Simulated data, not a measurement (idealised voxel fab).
Documented hereafter: the process module known as voxel self aligned vias.
cross-section cut | 205 nm wide | cells 5 nm
Cross-section spec: square-cell grid; bands listed top down; each band is one or more rows. First you get the band's top height and its bottom height, in nm, and then the materials it's made of, left to right, with each width in nm. If you see a single material with "everywhere", that one covers the band edge to edge. "blank" is empty space. Note: height 0 marks the level under which the wafer is uniformly one material as received. Lowest band unbounded below, written "0 nm and below". You'd read "30 to 40" like this: the band's top row of cells is as wide as the first number, its bottom row is as wide as the second, and going down, every row changes width by the same amount as the row before did. Given "no change occurred" for a step, no cell of the cross-section differs between before and after that step. "Voids, sealed" enumerates empty spaces isolated from the top, with no open way to it, that contain at least 8 cells, giving each as width x height at distance from the left edge, all three in nm. Text after the settings on a step's line: the simulator's own remark on that step. If you see "overlay nm" on a step's line and that step has a mask, it's telling you how far right of where it was planned the mask ended up; a negative number means it went left instead.
Steps in the process plan
| 1 | RECEIVE: material Si |
| 2 | CONFORMAL_DEP: material SiO2, thk nm 15 |
| 3 | CONFORMAL_DEP: material SiCN, thk nm 5 |
| 4 | DIRECTIONAL_DEP: material SiO2, thk nm 20 |
| 5 | PATTERN: tone open, mask id LINES, material resist, width nm 25, pitch nm 60, thk nm 20, overlay nm 0 |
| 6 | DIRECTIONAL_ETCH: etch materials SiO2, depth nm 20 |
| 7 | STRIP: etch materials resist |
| 8 | CONFORMAL_DEP: material TiN, thk nm 5 |
| 9 | FILL_DEP: material Ru, thk nm 5 |
| 10 | CMP: height nm 40 |
| 11 | SELECTIVE_ETCH: etch materials W Ru TiN, depth nm 5 |
| 12 | FILL_DEP: material SiN, thk nm 5 |
| 13 | CMP: height nm 40 |
| 14 | DIRECTIONAL_DEP: material SiO2, thk nm 15 |
| 15 | MASKED_ETCH: tone open, mask id VIAS, width nm 45, pitch nm 60, etch materials SiO2, depth nm 15, overlay nm 0 |
| 16 | MASKED_ETCH: tone open, mask id VIAS, width nm 45, pitch nm 60, etch materials SiN, depth nm 5, overlay nm 0 |
| 17 | CONFORMAL_DEP: material TiN, thk nm 5 |
| 18 | FILL_DEP: material W, thk nm 5 |
| 19 | CMP: height nm 55 |
| 20 | CONFORMAL_DEP: material SiN, thk nm 5 |
On the first of the two wafers: run conducted according to plan
Wafer at receipt (post step 1), cross-section
  0 nm and below = Si everywhere
  Voids, sealed: none
after step 2
  15 nm to 0 nm = SiO2 everywhere
  Below 0, no change.
after step 3
  20 nm to 15 nm = SiCN everywhere
  Below 15, no change.
after step 4
  40 nm to 20 nm = SiO2 everywhere
  Below 20, no change.
after step 5
  60 nm to 40 nm = resist (30) | blank (25) | resist (35) | blank (25) | resist (35) | blank (25) | resist (30)
  Below 40, no change.
after step 6
  60 nm to 40 nm = resist (30) | blank (25) | resist (35) | blank (25) | resist (35) | blank (25) | resist (30)
  40 nm to 20 nm = SiO2 (30) | blank (25) | SiO2 (35) | blank (25) | SiO2 (35) | blank (25) | SiO2 (30)
  Below 20, no change.
after step 7
  40 nm to 20 nm = SiO2 (30) | blank (25) | SiO2 (35) | blank (25) | SiO2 (35) | blank (25) | SiO2 (30)
  Below 20, no change.
after step 8
  45 nm to 40 nm = TiN (35) | blank (15) | TiN (45) | blank (15) | TiN (45) | blank (15) | TiN (35)
  40 nm to 25 nm = SiO2 (30) | TiN (5) | blank (15) | TiN (5) | SiO2 (35) | TiN (5) | blank (15) | TiN (5) | SiO2 (35) | TiN (5) | blank (15) | TiN (5) | SiO2 (30)
  25 nm to 20 nm = SiO2 (30) | TiN (25) | SiO2 (35) | TiN (25) | SiO2 (35) | TiN (25) | SiO2 (30)
  Below 20, no change.
after step 9
  50 nm to 45 nm = Ru everywhere
  45 nm to 40 nm = TiN (35) | Ru (15) | TiN (45) | Ru (15) | TiN (45) | Ru (15) | TiN (35)
  40 nm to 25 nm = SiO2 (30) | TiN (5) | Ru (15) | TiN (5) | SiO2 (35) | TiN (5) | Ru (15) | TiN (5) | SiO2 (35) | TiN (5) | Ru (15) | TiN (5) | SiO2 (30)
  Below 25, no change.
after step 10
  40 nm to 25 nm = SiO2 (30) | TiN (5) | Ru (15) | TiN (5) | SiO2 (35) | TiN (5) | Ru (15) | TiN (5) | SiO2 (35) | TiN (5) | Ru (15) | TiN (5) | SiO2 (30)
  Below 25, no change.
after step 11
  40 nm to 35 nm = SiO2 (30) | blank (25) | SiO2 (35) | blank (25) | SiO2 (35) | blank (25) | SiO2 (30)
  Below 35, no change.
after step 12
  45 nm to 40 nm = SiN everywhere
  40 nm to 35 nm = SiO2 (30) | SiN (25) | SiO2 (35) | SiN (25) | SiO2 (35) | SiN (25) | SiO2 (30)
  Below 35, no change.
after step 13
  40 nm to 35 nm = SiO2 (30) | SiN (25) | SiO2 (35) | SiN (25) | SiO2 (35) | SiN (25) | SiO2 (30)
  Below 35, no change.
after step 14
  55 nm to 40 nm = SiO2 everywhere
  Below 40, no change.
after step 15
  55 nm to 40 nm = SiO2 (20) | blank (45) | SiO2 (15) | blank (45) | SiO2 (15) | blank (45) | SiO2 (20)
  Below 40, no change.
after step 16
  55 nm to 40 nm = SiO2 (20) | blank (45) | SiO2 (15) | blank (45) | SiO2 (15) | blank (45) | SiO2 (20)
  40 nm to 35 nm = SiO2 (30) | blank (25) | SiO2 (35) | blank (25) | SiO2 (35) | blank (25) | SiO2 (30)
  Below 35, no change.
after step 17
  60 nm to 55 nm = TiN (25) | blank (35) | TiN (25) | blank (35) | TiN (25) | blank (35) | TiN (25)
  55 nm to 45 nm = SiO2 (20) | TiN (5) | blank (35) | TiN (5) | SiO2 (15) | TiN (5) | blank (35) | TiN (5) | SiO2 (15) | TiN (5) | blank (35) | TiN (5) | SiO2 (20)
  45 nm to 40 nm = SiO2 (20) | TiN (15) | blank (15) | TiN (15) | SiO2 (15) | TiN (15) | blank (15) | TiN (15) | SiO2 (15) | TiN (15) | blank (15) | TiN (15) | SiO2 (20)
  40 nm to 35 nm = SiO2 (30) | TiN (25) | SiO2 (35) | TiN (25) | SiO2 (35) | TiN (25) | SiO2 (30)
  Below 35, no change.
after step 18
  65 nm to 60 nm = W everywhere
  60 nm to 55 nm = TiN (25) | W (35) | TiN (25) | W (35) | TiN (25) | W (35) | TiN (25)
  55 nm to 45 nm = SiO2 (20) | TiN (5) | W (35) | TiN (5) | SiO2 (15) | TiN (5) | W (35) | TiN (5) | SiO2 (15) | TiN (5) | W (35) | TiN (5) | SiO2 (20)
  45 nm to 40 nm = SiO2 (20) | TiN (15) | W (15) | TiN (15) | SiO2 (15) | TiN (15) | W (15) | TiN (15) | SiO2 (15) | TiN (15) | W (15) | TiN (15) | SiO2 (20)
  Below 40, no change.
after step 19
  55 nm to 45 nm = SiO2 (20) | TiN (5) | W (35) | TiN (5) | SiO2 (15) | TiN (5) | W (35) | TiN (5) | SiO2 (15) | TiN (5) | W (35) | TiN (5) | SiO2 (20)
  Below 45, no change.
after step 20
  60 nm to 55 nm = SiN everywhere
  Below 55, no change.
Second Wafer (Identical Start and Plan, One Processing Error; Matches First Wafer Through Step 4)
Cross-section of the second wafer at the time step 5 of the plan should have ended
  60 nm to 40 nm = blank (30) | resist (25) | blank (35) | resist (25) | blank (35) | resist (25) | blank (30)
  Below 40, no change.
Cross-section of the second wafer at the time step 6 of the plan should have ended
  60 nm to 40 nm = blank (30) | resist (25) | blank (35) | resist (25) | blank (35) | resist (25) | blank (30)
  40 nm to 20 nm = blank (30) | SiO2 (25) | blank (35) | SiO2 (25) | blank (35) | SiO2 (25) | blank (30)
  Below 20, no change.
Cross-section of the second wafer at the time step 7 of the plan should have ended
  40 nm to 20 nm = blank (30) | SiO2 (25) | blank (35) | SiO2 (25) | blank (35) | SiO2 (25) | blank (30)
  Below 20, no change.
Cross-section of the second wafer at the time step 8 of the plan should have ended
  45 nm to 40 nm = blank (25) | TiN (35) | blank (25) | TiN (35) | blank (25) | TiN (35) | blank (25)
  40 nm to 25 nm = blank (25) | TiN (5) | SiO2 (25) | TiN (5) | blank (25) | TiN (5) | SiO2 (25) | TiN (5) | blank (25) | TiN (5) | SiO2 (25) | TiN (5) | blank (25)
  25 nm to 20 nm = TiN (30) | SiO2 (25) | TiN (35) | SiO2 (25) | TiN (35) | SiO2 (25) | TiN (30)
  Below 20, no change.
Cross-section of the second wafer at the time step 9 of the plan should have ended
  50 nm to 45 nm = Ru everywhere
  45 nm to 40 nm = Ru (25) | TiN (35) | Ru (25) | TiN (35) | Ru (25) | TiN (35) | Ru (25)
  40 nm to 25 nm = Ru (25) | TiN (5) | SiO2 (25) | TiN (5) | Ru (25) | TiN (5) | SiO2 (25) | TiN (5) | Ru (25) | TiN (5) | SiO2 (25) | TiN (5) | Ru (25)
  Below 25, no change.
Cross-section of the second wafer at the time step 10 of the plan should have ended
  40 nm to 25 nm = Ru (25) | TiN (5) | SiO2 (25) | TiN (5) | Ru (25) | TiN (5) | SiO2 (25) | TiN (5) | Ru (25) | TiN (5) | SiO2 (25) | TiN (5) | Ru (25)
  Below 25, no change.
Cross-section of the second wafer at the time step 11 of the plan should have ended
  40 nm to 35 nm = blank (30) | SiO2 (25) | blank (35) | SiO2 (25) | blank (35) | SiO2 (25) | blank (30)
  Below 35, no change.
Cross-section of the second wafer at the time step 12 of the plan should have ended
  45 nm to 40 nm = SiN everywhere
  40 nm to 35 nm = SiN (30) | SiO2 (25) | SiN (35) | SiO2 (25) | SiN (35) | SiO2 (25) | SiN (30)
  Below 35, no change.
Cross-section of the second wafer at the time step 13 of the plan should have ended
  40 nm to 35 nm = SiN (30) | SiO2 (25) | SiN (35) | SiO2 (25) | SiN (35) | SiO2 (25) | SiN (30)
  Below 35, no change.
Cross-section of the second wafer at the time step 14 of the plan should have ended
  55 nm to 40 nm = SiO2 everywhere
  Below 40, no change.
Cross-section of the second wafer at the time step 15 of the plan should have ended
  55 nm to 40 nm = SiO2 (20) | blank (45) | SiO2 (15) | blank (45) | SiO2 (15) | blank (45) | SiO2 (20)
  Below 40, no change.
Cross-section of the second wafer at the time step 16 of the plan should have ended
  55 nm to 40 nm = SiO2 (20) | blank (45) | SiO2 (15) | blank (45) | SiO2 (15) | blank (45) | SiO2 (20)
  40 nm to 35 nm = SiN (20) | blank (10) | SiO2 (25) | blank (10) | SiN (15) | blank (10) | SiO2 (25) | blank (10) | SiN (15) | blank (10) | SiO2 (25) | blank (10) | SiN (20)
  Below 35, no change.
Cross-section of the second wafer at the time step 17 of the plan should have ended
  60 nm to 55 nm = TiN (25) | blank (35) | TiN (25) | blank (35) | TiN (25) | blank (35) | TiN (25)
  55 nm to 45 nm = SiO2 (20) | TiN (5) | blank (35) | TiN (5) | SiO2 (15) | TiN (5) | blank (35) | TiN (5) | SiO2 (15) | TiN (5) | blank (35) | TiN (5) | SiO2 (20)
  45 nm to 40 nm = SiO2 (20) | TiN (45) | SiO2 (15) | TiN (45) | SiO2 (15) | TiN (45) | SiO2 (20)
  40 nm to 35 nm = SiN (20) | TiN (10) | SiO2 (25) | TiN (10) | SiN (15) | TiN (10) | SiO2 (25) | TiN (10) | SiN (15) | TiN (10) | SiO2 (25) | TiN (10) | SiN (20)
  Below 35, no change.
Cross-section of the second wafer at the time step 18 of the plan should have ended
  65 nm to 60 nm = W everywhere
  60 nm to 55 nm = TiN (25) | W (35) | TiN (25) | W (35) | TiN (25) | W (35) | TiN (25)
  55 nm to 45 nm = SiO2 (20) | TiN (5) | W (35) | TiN (5) | SiO2 (15) | TiN (5) | W (35) | TiN (5) | SiO2 (15) | TiN (5) | W (35) | TiN (5) | SiO2 (20)
  Below 45, no change.
Cross-section of the second wafer at the time step 19 of the plan should have ended
  55 nm to 45 nm = SiO2 (20) | TiN (5) | W (35) | TiN (5) | SiO2 (15) | TiN (5) | W (35) | TiN (5) | SiO2 (15) | TiN (5) | W (35) | TiN (5) | SiO2 (20)
  Below 45, no change.
Cross-section of the second wafer at the time step 20 of the plan should have ended
  60 nm to 55 nm = SiN everywhere
  Below 55, no change.
Nonconformance to the process plan: planned and actual differ for step 5; actual: PATTERN: tone cover, mask id LINES, material resist, width nm 25, pitch nm 60, thk nm 20, overlay nm 0
Upon completion, the second wafer contains, in terms of cells, a greater or smaller amount of certain materials than the first wafer: +22 Ru, +14 SiN, -44 SiO2, +17 TiN, -9 W
